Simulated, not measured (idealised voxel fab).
Herein follows the process module entitled voxel transistor to metal.
Cross-section cut spans 180 nm and uses square cells 5 nm in size.
A cross-section is written here as square cells arranged in a grid, and it is given in bands from the top down, each band taking up one or more rows of cells.
Band: top and bottom heights (nm) first, top before bottom; then materials from left to right, widths in nm. "all across" marks a sole material filling the band edge to edge. "empty" denotes empty space.
Zero point of the height axis is 0; under it, received wafer = one material. Lowest band: continues down indefinitely, "z 0 and below".
When a width is written as two numbers, as in "30..40", the first number is the width in the top row of cells of the band and the second is the width in its bottom row, and the width changes by the same amount from each row to the next.
Step note "remains unaltered" = no cross-section cell changed.
"Fully sealed cavities" enumerates empty spaces isolated from the top, with no open way to it, that contain at least 8 cells, giving each as width x height at distance from the left edge, all three in nm.
That trailing text on a step's line, after the settings, is the simulator's own remark on the step.
"overlay nm", when on a step's line for a step with a mask, measures how far to the right of its planned place the mask lay; a negative measure means to the left.
The planned process steps are enumerated hereunder:
1) op RECEIVE | material Si
2) op CONFORMAL_DEP | material SiO2 | thk nm 5
3) op CONFORMAL_DEP | material SiN | thk nm 15
4) op MASKED_ETCH | tone cover | mask id ACTIVE | width nm 115 | etch materials SiN | depth nm 15 | overlay nm 0
5) op MASKED_ETCH | tone cover | mask id ACTIVE | width nm 115 | etch materials SiO2 | depth nm 5 | overlay nm 0
6) op MASKED_ETCH | tone cover | mask id ACTIVE | width nm 115 | etch materials Si | depth nm 25 | overlay nm 0
7) op OXIDIZE | depth nm 5
8) op FILL_DEP | material SiO2 | thk nm 10
9) op CMP | height nm 20
10) op SELECTIVE_ETCH | etch materials SiO2 | depth nm 15
11) op STRIP | etch materials SiN
12) op SELECTIVE_ETCH | etch materials SiO2 | depth nm 5
13) op OXIDIZE | depth nm 5
14) op DIRECTIONAL_DEP | material polySi | thk nm 30
15) op DIRECTIONAL_DEP | material SiCN | thk nm 15
16) op PATTERN | tone cover | mask id GATE | material resist | width nm 25 | thk nm 15 | overlay nm 0
17) op DIRECTIONAL_ETCH | etch materials SiCN | depth nm 25
18) op DIRECTIONAL_ETCH | etch materials polySi | depth nm 40
19) op STRIP | etch materials resist
20) op CONFORMAL_DEP | material SiN | thk nm 10
21) op DIRECTIONAL_ETCH | etch materials SiN | depth nm 10
22) op DIRECTIONAL_ETCH | etch materials SiO2 | depth nm 5
23) op DIRECTIONAL_ETCH | etch materials Si | depth nm 10
24) op EPI | material pSi | thk nm 15
25) op FILL_DEP | material SiO2 | thk nm 10
26) op CMP | height nm 45
27) op DIRECTIONAL_DEP | material SiO2 | thk nm 15
28) op DIRECTIONAL_DEP | material aC | thk nm 15
29) op PATTERN | tone open | mask id CONTACT | material resist | width nm 15 | pitch nm 80 | thk nm 30 | overlay nm 0
30) op DIRECTIONAL_ETCH | etch materials aC | depth nm 15
31) op STRIP | etch materials resist
32) op DIRECTIONAL_ETCH | etch materials SiO2 | depth nm 60
33) op STRIP | etch materials aC
34) op CONFORMAL_DEP | material TiN | thk nm 5
35) op FILL_DEP | material Ru | thk nm 5
36) op CMP | height nm 60
37) op CONFORMAL_DEP | material SiN | thk nm 5
38) op DIRECTIONAL_DEP | material SiO2 | thk nm 15
39) op DIRECTIONAL_DEP | material aC | thk nm 10
40) op PATTERN | tone open | mask id METAL_1 | material resist | width nm 15 | pitch nm 80 | thk nm 30 | overlay nm 0
41) op DIRECTIONAL_ETCH | etch materials aC | depth nm 10
42) op STRIP | etch materials resist
43) op DIRECTIONAL_ETCH | etch materials SiO2 | depth nm 15
44) op DIRECTIONAL_ETCH | etch materials SiN | depth nm 5
45) op STRIP | etch materials aC
46) op CONFORMAL_DEP | material TiN | thk nm 5
47) op FILL_DEP | material Ru | thk nm 5
48) op CMP | height nm 80
49) op CONFORMAL_DEP | material SiCN | thk nm 5
50) op DIRECTIONAL_DEP | material SiO2 | thk nm 30
51) op DIRECTIONAL_DEP | material aC | thk nm 10
52) op PATTERN | tone open | mask id METAL_2 | material resist | width nm 15 | pitch nm 80 | thk nm 25 | overlay nm 0
53) op DIRECTIONAL_ETCH | etch materials aC | depth nm 10
54) op STRIP | etch materials resist
55) op DIRECTIONAL_ETCH | etch materials SiO2 | depth nm 20
56) op STRIP | etch materials aC
57) op MASKED_ETCH | tone open | mask id METAL_2_HOLES | width nm 15 | pitch nm 80 | etch materials SiO2 | depth nm 10 | overlay nm 0
58) op MASKED_ETCH | tone open | mask id METAL_2_HOLES | width nm 15 | pitch nm 80 | etch materials SiCN | depth nm 5 | overlay nm 0
59) op CONFORMAL_DEP | material TiN | thk nm 5
60) op FILL_DEP | material Cu | thk nm 10
61) op CMP | height nm 115
62) op CONFORMAL_DEP | material SiN | thk nm 5
The following pertains to the first of two wafers, which was processed as planned:
Cross-section of the wafer upon arrival, representing the state reached after step 1:
	z 0 and below = Si all across
	Fully sealed cavities: none
Step 2 complete: cross-section through the wafer:
	z 5 to 0 = SiO2 all across
	Below a height of 0, the structure has not been altered.
Step 3 complete: cross-section through the wafer:
	z 20 to 5 = SiN all across
	Below a height of 5, the structure has not been altered.
Step 4 complete: cross-section through the wafer:
	z 20 to 5 = empty (30); SiN (115); empty (35)
	Below a height of 5, the structure has not been altered.
Step 5 complete: cross-section through the wafer:
	z 20 to 5 = empty (30); SiN (115); empty (35)
	z 5 to 0 = empty (30); SiO2 (115); empty (35)
	Below a height of 0, the structure has not been altered.
Step 6 complete: cross-section through the wafer:
	z 20 to 5 = empty (30); SiN (115); empty (35)
	z 5 to 0 = empty (30); SiO2 (115); empty (35)
	z 0 to -25 = empty (30); Si (115); empty (35)
	Below a height of -25, the structure has not been altered.
Step 7 complete: cross-section through the wafer:
	z 20 to 5 = empty (30); SiN (115); empty (35)
	z 5 to 0 = empty (30); SiO2 (115); empty (35)
	z 0 to -25 = empty (30); SiO2 (5); Si (105); SiO2 (5); empty (35)
	z -25 to -30 = SiO2 (35); Si (105); SiO2 (40)
	Below a height of -30, the structure has not been altered.
Step 8 complete: cross-section through the wafer:
	z 30 to 20 = SiO2 all across
	z 20 to 5 = SiO2 (30); SiN (115); SiO2 (35)
	z 5 to 0 = SiO2 all across
	z 0 to -30 = SiO2 (35); Si (105); SiO2 (40)
	Below a height of -30, the structure has not been altered.
Step 9 complete: cross-section through the wafer:
	z 20 to 5 = SiO2 (30); SiN (115); SiO2 (35)
	Below a height of 5, the structure has not been altered.
Step 10 complete: cross-section through the wafer:
	z 20 to 5 = empty (30); SiN (115); empty (35)
	Below a height of 5, the structure has not been altered.
Step 11 complete: cross-section through the wafer:
	z 5 to 0 = SiO2 all across
	Below a height of 0, the structure has not been altered.
Step 12 complete: cross-section through the wafer:
	z 0 to -30 = SiO2 (35); Si (105); SiO2 (40)
	Below a height of -30, the structure has not been altered.
Step 13 complete: cross-section through the wafer:
	z 0 to -5 = SiO2 all across
	Below a height of -5, the structure has not been altered.
Step 14 complete: cross-section through the wafer:
	z 30 to 0 = polySi all across
	Below a height of 0, the structure has not been altered.
Step 15 complete: cross-section through the wafer:
	z 45 to 30 = SiCN all across
	Below a height of 30, the structure has not been altered.
Step 16 complete: cross-section through the wafer:
	z 60 to 45 = empty (75); resist (25); empty (80)
	Below a height of 45, the structure has not been altered.
Step 17 complete: cross-section through the wafer:
	z 60 to 45 = empty (75); resist (25); empty (80)
	z 45 to 30 = empty (75); SiCN (25); empty (80)
	Below a height of 30, the structure has not been altered.
Step 18 complete: cross-section through the wafer:
	z 60 to 45 = empty (75); resist (25); empty (80)
	z 45 to 30 = empty (75); SiCN (25); empty (80)
	z 30 to 0 = empty (75); polySi (25); empty (80)
	Below a height of 0, the structure has not been altered.
Step 19 complete: cross-section through the wafer:
	z 45 to 30 = empty (75); SiCN (25); empty (80)
	Below a height of 30, the structure has not been altered.
Step 20 complete: cross-section through the wafer:
	z 55 to 45 = empty (65); SiN (45); empty (70)
	z 45 to 30 = empty (65); SiN (10); SiCN (25); SiN (10); empty (70)
	z 30 to 10 = empty (65); SiN (10); polySi (25); SiN (10); empty (70)
	z 10 to 0 = SiN (75); polySi (25); SiN (80)
	Below a height of 0, the structure has not been altered.
Step 21 complete: cross-section through the wafer:
	z 45 to 30 = empty (65); SiN (10); SiCN (25); SiN (10); empty (70)
	z 30 to 0 = empty (65); SiN (10); polySi (25); SiN (10); empty (70)
	Below a height of 0, the structure has not been altered.
Step 22 complete: cross-section through the wafer:
	z 45 to 30 = empty (65); SiN (10); SiCN (25); SiN (10); empty (70)
	z 30 to 0 = empty (65); SiN (10); polySi (25); SiN (10); empty (70)
	z 0 to -5 = empty (65); SiO2 (45); empty (70)
	Below a height of -5, the structure has not been altered.
Step 23 complete: cross-section through the wafer:
	z 45 to 30 = empty (65); SiN (10); SiCN (25); SiN (10); empty (70)
	z 30 to 0 = empty (65); SiN (10); polySi (25); SiN (10); empty (70)
	z 0 to -5 = empty (65); SiO2 (45); empty (70)
	z -5 to -15 = SiO2 (35); empty (30); Si (45); empty (30); SiO2 (40)
	Below a height of -15, the structure has not been altered.
Step 24 complete: cross-section through the wafer:
	z 45 to 30 = empty (65); SiN (10); SiCN (25); SiN (10); empty (70)
	z 30 to 10 = empty (65); SiN (10); polySi (25); SiN (10); empty (70)
	z 10 to 0 = empty (50); pSi (15); SiN (10); polySi (25); SiN (10); pSi (15); empty (55)
	z 0 to -5 = empty (30); pSi (35); SiO2 (45); pSi (35); empty (35)
	z -5 to -15 = SiO2 (35); pSi (30); Si (45); pSi (30); SiO2 (40)
	Below a height of -15, the structure has not been altered.
Step 25 complete: cross-section through the wafer:
	z 55 to 45 = SiO2 all across
	z 45 to 30 = SiO2 (65); SiN (10); SiCN (25); SiN (10); SiO2 (70)
	z 30 to 10 = SiO2 (65); SiN (10); polySi (25); SiN (10); SiO2 (70)
	z 10 to 0 = SiO2 (50); pSi (15); SiN (10); polySi (25); SiN (10); pSi (15); SiO2 (55)
	z 0 to -5 = SiO2 (30); pSi (35); SiO2 (45); pSi (35); SiO2 (35)
	Below a height of -5, the structure has not been altered.
Step 26 complete: cross-section through the wafer:
	z 45 to 30 = SiO2 (65); SiN (10); SiCN (25); SiN (10); SiO2 (70)
	Below a height of 30, the structure has not been altered.
Step 27 complete: cross-section through the wafer:
	z 60 to 45 = SiO2 all across
	Below a height of 45, the structure has not been altered.
Step 28 complete: cross-section through the wafer:
	z 75 to 60 = aC all across
	Below a height of 60, the structure has not been altered.
Step 29 complete: cross-section through the wafer:
	z 105 to 75 = resist (40); empty (15); resist (65); empty (15); resist (45)
	Below a height of 75, the structure has not been altered.
Step 30 complete: cross-section through the wafer:
	z 90 to 75 = resist (40); empty (15); resist (65); empty (15); resist (45)
	z 75 to 60 = aC (40); empty (15); aC (65); empty (15); aC (45)
	Below a height of 60, the structure has not been altered.
Step 31 complete: cross-section through the wafer:
	z 75 to 60 = aC (40); empty (15); aC (65); empty (15); aC (45)
	Below a height of 60, the structure has not been altered.
Step 32 complete: cross-section through the wafer:
	z 75 to 60 = aC (40); empty (15); aC (65); empty (15); aC (45)
	z 60 to 45 = SiO2 (40); empty (15); SiO2 (65); empty (15); SiO2 (45)
	z 45 to 30 = SiO2 (40); empty (15); SiO2 (10); SiN (10); SiCN (25); SiN (10); SiO2 (10); empty (15); SiO2 (45)
	z 30 to 10 = SiO2 (40); empty (15); SiO2 (10); SiN (10); polySi (25); SiN (10); SiO2 (10); empty (15); SiO2 (45)
	z 10 to 0 = SiO2 (40); empty (10); pSi (15); SiN (10); polySi (25); SiN (10); pSi (15); empty (10); SiO2 (45)
	Below a height of 0, the structure has not been altered.
Step 33 complete: cross-section through the wafer:
	z 60 to 45 = SiO2 (40); empty (15); SiO2 (65); empty (15); SiO2 (45)
	Below a height of 45, the structure has not been altered.
Step 34 complete: cross-section through the wafer:
	z 65 to 60 = TiN (45); empty (5); TiN (75); empty (5); TiN (50)
	z 60 to 45 = SiO2 (40); TiN (5); empty (5); TiN (5); SiO2 (65); TiN (5); empty (5); TiN (5); SiO2 (45)
	z 45 to 30 = SiO2 (40); TiN (5); empty (5); TiN (5); SiO2 (10); SiN (10); SiCN (25); SiN (10); SiO2 (10); TiN (5); empty (5); TiN (5); SiO2 (45)
	z 30 to 15 = SiO2 (40); TiN (5); empty (5); TiN (5); SiO2 (10); SiN (10); polySi (25); SiN (10); SiO2 (10); TiN (5); empty (5); TiN (5); SiO2 (45)
	z 15 to 10 = SiO2 (40); TiN (15); SiO2 (10); SiN (10); polySi (25); SiN (10); SiO2 (10); TiN (15); SiO2 (45)
	z 10 to 0 = SiO2 (40); TiN (10); pSi (15); SiN (10); polySi (25); SiN (10); pSi (15); TiN (10); SiO2 (45)
	Below a height of 0, the structure has not been altered.
Step 35 complete: cross-section through the wafer:
	z 70 to 65 = Ru all across
	z 65 to 60 = TiN (45); Ru (5); TiN (75); Ru (5); TiN (50)
	z 60 to 45 = SiO2 (40); TiN (5); Ru (5); TiN (5); SiO2 (65); TiN (5); Ru (5); TiN (5); SiO2 (45)
	z 45 to 30 = SiO2 (40); TiN (5); Ru (5); TiN (5); SiO2 (10); SiN (10); SiCN (25); SiN (10); SiO2 (10); TiN (5); Ru (5); TiN (5); SiO2 (45)
	z 30 to 15 = SiO2 (40); TiN (5); Ru (5); TiN (5); SiO2 (10); SiN (10); polySi (25); SiN (10); SiO2 (10); TiN (5); Ru (5); TiN (5); SiO2 (45)
	Below a height of 15, the structure has not been altered.
Step 36 complete: cross-section through the wafer:
	z 60 to 45 = SiO2 (40); TiN (5); Ru (5); TiN (5); SiO2 (65); TiN (5); Ru (5); TiN (5); SiO2 (45)
	Below a height of 45, the structure has not been altered.
Step 37 complete: cross-section through the wafer:
	z 65 to 60 = SiN all across
	Below a height of 60, the structure has not been altered.
Step 38 complete: cross-section through the wafer:
	z 80 to 65 = SiO2 all across
	Below a height of 65, the structure has not been altered.
Step 39 complete: cross-section through the wafer:
	z 90 to 80 = aC all across
	Below a height of 80, the structure has not been altered.
Step 40 complete: cross-section through the wafer:
	z 120 to 90 = resist (40); empty (15); resist (65); empty (15); resist (45)
	Below a height of 90, the structure has not been altered.
Step 41 complete: cross-section through the wafer:
	z 110 to 90 = resist (40); empty (15); resist (65); empty (15); resist (45)
	z 90 to 80 = aC (40); empty (15); aC (65); empty (15); aC (45)
	Below a height of 80, the structure has not been altered.
Step 42 complete: cross-section through the wafer:
	z 90 to 80 = aC (40); empty (15); aC (65); empty (15); aC (45)
	Below a height of 80, the structure has not been altered.
Step 43 complete: cross-section through the wafer:
	z 90 to 80 = aC (40); empty (15); aC (65); empty (15); aC (45)
	z 80 to 65 = SiO2 (40); empty (15); SiO2 (65); empty (15); SiO2 (45)
	Below a height of 65, the structure has not been altered.
Step 44 complete: cross-section through the wafer:
	z 90 to 80 = aC (40); empty (15); aC (65); empty (15); aC (45)
	z 80 to 65 = SiO2 (40); empty (15); SiO2 (65); empty (15); SiO2 (45)
	z 65 to 60 = SiN (40); empty (15); SiN (65); empty (15); SiN (45)
	Below a height of 60, the structure has not been altered.
Step 45 complete: cross-section through the wafer:
	z 80 to 65 = SiO2 (40); empty (15); SiO2 (65); empty (15); SiO2 (45)
	Below a height of 65, the structure has not been altered.
Step 46 complete: cross-section through the wafer:
	z 85 to 80 = TiN (45); empty (5); TiN (75); empty (5); TiN (50)
	z 80 to 65 = SiO2 (40); TiN (5); empty (5); TiN (5); SiO2 (65); TiN (5); empty (5); TiN (5); SiO2 (45)
	z 65 to 60 = SiN (40); TiN (15); SiN (65); TiN (15); SiN (45)
	Below a height of 60, the structure has not been altered.
Step 47 complete: cross-section through the wafer:
	z 90 to 85 = Ru all across
	z 85 to 80 = TiN (45); Ru (5); TiN (75); Ru (5); TiN (50)
	z 80 to 65 = SiO2 (40); TiN (5); Ru (5); TiN (5); SiO2 (65); TiN (5); Ru (5); TiN (5); SiO2 (45)
	Below a height of 65, the structure has not been altered.
Step 48 complete: cross-section through the wafer:
	z 80 to 65 = SiO2 (40); TiN (5); Ru (5); TiN (5); SiO2 (65); TiN (5); Ru (5); TiN (5); SiO2 (45)
	Below a height of 65, the structure has not been altered.
Step 49 complete: cross-section through the wafer:
	z 85 to 80 = SiCN all across
	Below a height of 80, the structure has not been altered.
Step 50 complete: cross-section through the wafer:
	z 115 to 85 = SiO2 all across
	Below a height of 85, the structure has not been altered.
Step 51 complete: cross-section through the wafer:
	z 125 to 115 = aC all across
	Below a height of 115, the structure has not been altered.
Step 52 complete: cross-section through the wafer:
	z 150 to 125 = resist (40); empty (15); resist (65); empty (15); resist (45)
	Below a height of 125, the structure has not been altered.
Step 53 complete: cross-section through the wafer:
	z 140 to 125 = resist (40); empty (15); resist (65); empty (15); resist (45)
	z 125 to 115 = aC (40); empty (15); aC (65); empty (15); aC (45)
	Below a height of 115, the structure has not been altered.
Step 54 complete: cross-section through the wafer:
	z 125 to 115 = aC (40); empty (15); aC (65); empty (15); aC (45)
	Below a height of 115, the structure has not been altered.
Step 55 complete: cross-section through the wafer:
	z 125 to 115 = aC (40); empty (15); aC (65); empty (15); aC (45)
	z 115 to 95 = SiO2 (40); empty (15); SiO2 (65); empty (15); SiO2 (45)
	Below a height of 95, the structure has not been altered.
Step 56 complete: cross-section through the wafer:
	z 115 to 95 = SiO2 (40); empty (15); SiO2 (65); empty (15); SiO2 (45)
	Below a height of 95, the structure has not been altered.
Step 57 complete: cross-section through the wafer:
	z 115 to 85 = SiO2 (40); empty (15); SiO2 (65); empty (15); SiO2 (45)
	Below a height of 85, the structure has not been altered.
Step 58 complete: cross-section through the wafer:
	z 115 to 85 = SiO2 (40); empty (15); SiO2 (65); empty (15); SiO2 (45)
	z 85 to 80 = SiCN (40); empty (15); SiCN (65); empty (15); SiCN (45)
	Below a height of 80, the structure has not been altered.
Step 59 complete: cross-section through the wafer:
	z 120 to 115 = TiN (45); empty (5); TiN (75); empty (5); TiN (50)
	z 115 to 85 = SiO2 (40); TiN (5); empty (5); TiN (5); SiO2 (65); TiN (5); empty (5); TiN (5); SiO2 (45)
	z 85 to 80 = SiCN (40); TiN (15); SiCN (65); TiN (15); SiCN (45)
	Below a height of 80, the structure has not been altered.
Step 60 complete: cross-section through the wafer:
	z 130 to 120 = Cu all across
	z 120 to 115 = TiN (45); Cu (5); TiN (75); Cu (5); TiN (50)
	z 115 to 85 = SiO2 (40); TiN (5); Cu (5); TiN (5); SiO2 (65); TiN (5); Cu (5); TiN (5); SiO2 (45)
	Below a height of 85, the structure has not been altered.
Step 61 complete: cross-section through the wafer:
	z 115 to 85 = SiO2 (40); TiN (5); Cu (5); TiN (5); SiO2 (65); TiN (5); Cu (5); TiN (5); SiO2 (45)
	Below a height of 85, the structure has not been altered.
Step 62 complete: cross-section through the wafer:
	z 120 to 115 = SiN all across
	Below a height of 115, the structure has not been altered.
It is to be noted that the second wafer proceeded from the same initial state and according to the same plan as the first, although one mistake was committed in its execution; through step 20, inclusive, the two wafers share an identical history:
Cross-section of the second wafer when, according to plan, step 21 should have finished:
	z 50 to 45 = empty (65); SiN (45); empty (70)
	z 45 to 30 = empty (65); SiN (10); SiCN (25); SiN (10); empty (70)
	z 30 to 5 = empty (65); SiN (10); polySi (25); SiN (10); empty (70)
	Below a height of 5, the structure has not been altered.
Cross-section of the second wafer when, according to plan, step 22 should have finished: remains unaltered
Cross-section of the second wafer when, according to plan, step 23 should have finished: remains unaltered
Cross-section of the second wafer when, according to plan, step 24 should have finished: remains unaltered
Cross-section of the second wafer when, according to plan, step 25 should have finished:
	z 60 to 50 = SiO2 all across
	z 50 to 45 = SiO2 (65); SiN (45); SiO2 (70)
	z 45 to 30 = SiO2 (65); SiN (10); SiCN (25); SiN (10); SiO2 (70)
	z 30 to 5 = SiO2 (65); SiN (10); polySi (25); SiN (10); SiO2 (70)
	Below a height of 5, the structure has not been altered.
Cross-section of the second wafer when, according to plan, step 26 should have finished:
	z 45 to 30 = SiO2 (65); SiN (10); SiCN (25); SiN (10); SiO2 (70)
	Below a height of 30, the structure has not been altered.
Cross-section of the second wafer when, according to plan, step 27 should have finished:
	z 60 to 45 = SiO2 all across
	Below a height of 45, the structure has not been altered.
Cross-section of the second wafer when, according to plan, step 28 should have finished:
	z 75 to 60 = aC all across
	Below a height of 60, the structure has not been altered.
Cross-section of the second wafer when, according to plan, step 29 should have finished:
	z 105 to 75 = resist (40); empty (15); resist (65); empty (15); resist (45)
	Below a height of 75, the structure has not been altered.
Cross-section of the second wafer when, according to plan, step 30 should have finished:
	z 90 to 75 = resist (40); empty (15); resist (65); empty (15); resist (45)
	z 75 to 60 = aC (40); empty (15); aC (65); empty (15); aC (45)
	Below a height of 60, the structure has not been altered.
Cross-section of the second wafer when, according to plan, step 31 should have finished:
	z 75 to 60 = aC (40); empty (15); aC (65); empty (15); aC (45)
	Below a height of 60, the structure has not been altered.
Cross-section of the second wafer when, according to plan, step 32 should have finished:
	z 75 to 60 = aC (40); empty (15); aC (65); empty (15); aC (45)
	z 60 to 45 = SiO2 (40); empty (15); SiO2 (65); empty (15); SiO2 (45)
	z 45 to 30 = SiO2 (40); empty (15); SiO2 (10); SiN (10); SiCN (25); SiN (10); SiO2 (10); empty (15); SiO2 (45)
	z 30 to 5 = SiO2 (40); empty (15); SiO2 (10); SiN (10); polySi (25); SiN (10); SiO2 (10); empty (15); SiO2 (45)
	Below a height of 5, the structure has not been altered.
Cross-section of the second wafer when, according to plan, step 33 should have finished:
	z 60 to 45 = SiO2 (40); empty (15); SiO2 (65); empty (15); SiO2 (45)
	Below a height of 45, the structure has not been altered.
Cross-section of the second wafer when, according to plan, step 34 should have finished:
	z 65 to 60 = TiN (45); empty (5); TiN (75); empty (5); TiN (50)
	z 60 to 45 = SiO2 (40); TiN (5); empty (5); TiN (5); SiO2 (65); TiN (5); empty (5); TiN (5); SiO2 (45)
	z 45 to 30 = SiO2 (40); TiN (5); empty (5); TiN (5); SiO2 (10); SiN (10); SiCN (25); SiN (10); SiO2 (10); TiN (5); empty (5); TiN (5); SiO2 (45)
	z 30 to 10 = SiO2 (40); TiN (5); empty (5); TiN (5); SiO2 (10); SiN (10); polySi (25); SiN (10); SiO2 (10); TiN (5); empty (5); TiN (5); SiO2 (45)
	z 10 to 5 = SiO2 (40); TiN (15); SiO2 (10); SiN (10); polySi (25); SiN (10); SiO2 (10); TiN (15); SiO2 (45)
	Below a height of 5, the structure has not been altered.
Cross-section of the second wafer when, according to plan, step 35 should have finished:
	z 70 to 65 = Ru all across
	z 65 to 60 = TiN (45); Ru (5); TiN (75); Ru (5); TiN (50)
	z 60 to 45 = SiO2 (40); TiN (5); Ru (5); TiN (5); SiO2 (65); TiN (5); Ru (5); TiN (5); SiO2 (45)
	z 45 to 30 = SiO2 (40); TiN (5); Ru (5); TiN (5); SiO2 (10); SiN (10); SiCN (25); SiN (10); SiO2 (10); TiN (5); Ru (5); TiN (5); SiO2 (45)
	z 30 to 10 = SiO2 (40); TiN (5); Ru (5); TiN (5); SiO2 (10); SiN (10); polySi (25); SiN (10); SiO2 (10); TiN (5); Ru (5); TiN (5); SiO2 (45)
	Below a height of 10, the structure has not been altered.
Cross-section of the second wafer when, according to plan, step 36 should have finished:
	z 60 to 45 = SiO2 (40); TiN (5); Ru (5); TiN (5); SiO2 (65); TiN (5); Ru (5); TiN (5); SiO2 (45)
	Below a height of 45, the structure has not been altered.
Cross-section of the second wafer when, according to plan, step 37 should have finished:
	z 65 to 60 = SiN all across
	Below a height of 60, the structure has not been altered.
Cross-section of the second wafer when, according to plan, step 38 should have finished:
	z 80 to 65 = SiO2 all across
	Below a height of 65, the structure has not been altered.
Cross-section of the second wafer when, according to plan, step 39 should have finished:
	z 90 to 80 = aC all across
	Below a height of 80, the structure has not been altered.
Cross-section of the second wafer when, according to plan, step 40 should have finished:
	z 120 to 90 = resist (40); empty (15); resist (65); empty (15); resist (45)
	Below a height of 90, the structure has not been altered.
Cross-section of the second wafer when, according to plan, step 41 should have finished:
	z 110 to 90 = resist (40); empty (15); resist (65); empty (15); resist (45)
	z 90 to 80 = aC (40); empty (15); aC (65); empty (15); aC (45)
	Below a height of 80, the structure has not been altered.
Cross-section of the second wafer when, according to plan, step 42 should have finished:
	z 90 to 80 = aC (40); empty (15); aC (65); empty (15); aC (45)
	Below a height of 80, the structure has not been altered.
Cross-section of the second wafer when, according to plan, step 43 should have finished:
	z 90 to 80 = aC (40); empty (15); aC (65); empty (15); aC (45)
	z 80 to 65 = SiO2 (40); empty (15); SiO2 (65); empty (15); SiO2 (45)
	Below a height of 65, the structure has not been altered.
Cross-section of the second wafer when, according to plan, step 44 should have finished:
	z 90 to 80 = aC (40); empty (15); aC (65); empty (15); aC (45)
	z 80 to 65 = SiO2 (40); empty (15); SiO2 (65); empty (15); SiO2 (45)
	z 65 to 60 = SiN (40); empty (15); SiN (65); empty (15); SiN (45)
	Below a height of 60, the structure has not been altered.
Cross-section of the second wafer when, according to plan, step 45 should have finished:
	z 80 to 65 = SiO2 (40); empty (15); SiO2 (65); empty (15); SiO2 (45)
	Below a height of 65, the structure has not been altered.
Cross-section of the second wafer when, according to plan, step 46 should have finished:
	z 85 to 80 = TiN (45); empty (5); TiN (75); empty (5); TiN (50)
	z 80 to 65 = SiO2 (40); TiN (5); empty (5); TiN (5); SiO2 (65); TiN (5); empty (5); TiN (5); SiO2 (45)
	z 65 to 60 = SiN (40); TiN (15); SiN (65); TiN (15); SiN (45)
	Below a height of 60, the structure has not been altered.
Cross-section of the second wafer when, according to plan, step 47 should have finished:
	z 90 to 85 = Ru all across
	z 85 to 80 = TiN (45); Ru (5); TiN (75); Ru (5); TiN (50)
	z 80 to 65 = SiO2 (40); TiN (5); Ru (5); TiN (5); SiO2 (65); TiN (5); Ru (5); TiN (5); SiO2 (45)
	Below a height of 65, the structure has not been altered.
Cross-section of the second wafer when, according to plan, step 48 should have finished:
	z 80 to 65 = SiO2 (40); TiN (5); Ru (5); TiN (5); SiO2 (65); TiN (5); Ru (5); TiN (5); SiO2 (45)
	Below a height of 65, the structure has not been altered.
Cross-section of the second wafer when, according to plan, step 49 should have finished:
	z 85 to 80 = SiCN all across
	Below a height of 80, the structure has not been altered.
Cross-section of the second wafer when, according to plan, step 50 should have finished:
	z 115 to 85 = SiO2 all across
	Below a height of 85, the structure has not been altered.
Cross-section of the second wafer when, according to plan, step 51 should have finished:
	z 125 to 115 = aC all across
	Below a height of 115, the structure has not been altered.
Cross-section of the second wafer when, according to plan, step 52 should have finished:
	z 150 to 125 = resist (40); empty (15); resist (65); empty (15); resist (45)
	Below a height of 125, the structure has not been altered.
Cross-section of the second wafer when, according to plan, step 53 should have finished:
	z 140 to 125 = resist (40); empty (15); resist (65); empty (15); resist (45)
	z 125 to 115 = aC (40); empty (15); aC (65); empty (15); aC (45)
	Below a height of 115, the structure has not been altered.
Cross-section of the second wafer when, according to plan, step 54 should have finished:
	z 125 to 115 = aC (40); empty (15); aC (65); empty (15); aC (45)
	Below a height of 115, the structure has not been altered.
Cross-section of the second wafer when, according to plan, step 55 should have finished:
	z 125 to 115 = aC (40); empty (15); aC (65); empty (15); aC (45)
	z 115 to 95 = SiO2 (40); empty (15); SiO2 (65); empty (15); SiO2 (45)
	Below a height of 95, the structure has not been altered.
Cross-section of the second wafer when, according to plan, step 56 should have finished:
	z 115 to 95 = SiO2 (40); empty (15); SiO2 (65); empty (15); SiO2 (45)
	Below a height of 95, the structure has not been altered.
Cross-section of the second wafer when, according to plan, step 57 should have finished:
	z 115 to 85 = SiO2 (40); empty (15); SiO2 (65); empty (15); SiO2 (45)
	Below a height of 85, the structure has not been altered.
Cross-section of the second wafer when, according to plan, step 58 should have finished:
	z 115 to 85 = SiO2 (40); empty (15); SiO2 (65); empty (15); SiO2 (45)
	z 85 to 80 = SiCN (40); empty (15); SiCN (65); empty (15); SiCN (45)
	Below a height of 80, the structure has not been altered.
Cross-section of the second wafer when, according to plan, step 59 should have finished:
	z 120 to 115 = TiN (45); empty (5); TiN (75); empty (5); TiN (50)
	z 115 to 85 = SiO2 (40); TiN (5); empty (5); TiN (5); SiO2 (65); TiN (5); empty (5); TiN (5); SiO2 (45)
	z 85 to 80 = SiCN (40); TiN (15); SiCN (65); TiN (15); SiCN (45)
	Below a height of 80, the structure has not been altered.
Cross-section of the second wafer when, according to plan, step 60 should have finished:
	z 130 to 120 = Cu all across
	z 120 to 115 = TiN (45); Cu (5); TiN (75); Cu (5); TiN (50)
	z 115 to 85 = SiO2 (40); TiN (5); Cu (5); TiN (5); SiO2 (65); TiN (5); Cu (5); TiN (5); SiO2 (45)
	Below a height of 85, the structure has not been altered.
Cross-section of the second wafer when, according to plan, step 61 should have finished:
	z 115 to 85 = SiO2 (40); TiN (5); Cu (5); TiN (5); SiO2 (65); TiN (5); Cu (5); TiN (5); SiO2 (45)
	Below a height of 85, the structure has not been altered.
Cross-section of the second wafer when, according to plan, step 62 should have finished:
	z 120 to 115 = SiN all across
	Below a height of 115, the structure has not been altered.
Deviation from plan: step 21 did not use the planned setting and instead ran as op DIRECTIONAL_ETCH | etch materials SiN | depth nm 5
Heads up, by the end the second wafer has more or fewer cells of some materials compared to the first: Ru: 2 more | Si: 24 more | SiN: 27 more | SiO2: 1 more | TiN: 4 fewer | pSi: 50 fewer
